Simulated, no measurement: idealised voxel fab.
process module | voxel self aligned contacts
cross-section cut | 280 nm wide | cells 5 nm
A cross-section is a grid of square cells, given in bands from the top down. A band is one or more rows of cells.
Each band's line starts with the height of the band's top and of its bottom, in nm. Then come its materials from left to right, each with its width in nm. One material with "throughout" fills the band from edge to edge. "air" is empty space.
Height 0 is the level under which the wafer as received is all one material. The lowest band goes on downwards, as in "0 down".
A width such as "30 to 40" changes by the same amount from each row of cells to the next, from the band's top row to its bottom row.
"no change" after a step means that no cell of the cross-section changed.
closed voids: empty space of 8 cells or more with no open way to the top, each as width x height at its distance from the left edge, in nm
after a step's settings: what the simulator itself notes on the step
overlay nm, on a step with a mask: how far to the right of its planned place the mask lay; to the left if negative
plan
1 op RECEIVE | material Si
2 op OXIDIZE | depth nm 5
3 op DIRECTIONAL_DEP | material polySi | thk nm 20
4 op DIRECTIONAL_DEP | material SiN | thk nm 25
5 op DIRECTIONAL_DEP | material aC | thk nm 10
6 op PATTERN | tone cover | mask id GATE | material resist | width nm 30 | pitch nm 75 | thk nm 25 | overlay nm 0
7 op DIRECTIONAL_ETCH | etch materials aC | depth nm 10
8 op STRIP | etch materials resist
9 op DIRECTIONAL_ETCH | etch materials SiN | depth nm 25
10 op DIRECTIONAL_ETCH | etch materials polySi | depth nm 20
11 op STRIP | etch materials aC
12 op CONFORMAL_DEP | material SiN | thk nm 10
13 op DIRECTIONAL_ETCH | etch materials SiN | depth nm 10
14 op FILL_DEP | material SiO2 | thk nm 15
15 op CMP | height nm 55
16 op PATTERN | tone open | mask id CONTACT | material resist | width nm 55 | thk nm 15 | overlay nm 0
17 op DIRECTIONAL_ETCH | etch materials SiO2 | depth nm 60
18 op STRIP | etch materials resist
19 op CONFORMAL_DEP | material TiN | thk nm 5
20 op FILL_DEP | material W | thk nm 10
21 op CMP | height nm 55
22 op CONFORMAL_DEP | material SiCN | thk nm 5
as received, after step 1
  0 down: Si throughout
  closed voids: none
a wafer at the end: this start, this plan, one mistake
  60 to 55: SiCN throughout
  55 to 45: SiO2 110 | TiN 5 to 15 | W 45 to 15 | TiN 5 to 25 | SiO2 115
  45 to 20: SiO2 70 | SiN 50 | TiN 5 | W 15 | TiN 5 | SiN 50 | SiO2 85
  20 to 0: SiO2 70 | SiN 10 | polySi 30 | SiN 10 | TiN 5 | W 15 | TiN 5 | SiN 10 | polySi 30 | SiN 10 | SiO2 85
  0 to -5: SiO2 120 | TiN 25 | SiO2 135
  -5 down: Si throughout
  closed voids: none
what went wrong: step 6 ran as: op PATTERN | tone cover | mask id GATE | material resist | width nm 30 | pitch nm 75 | thk nm 25 | overlay nm -5
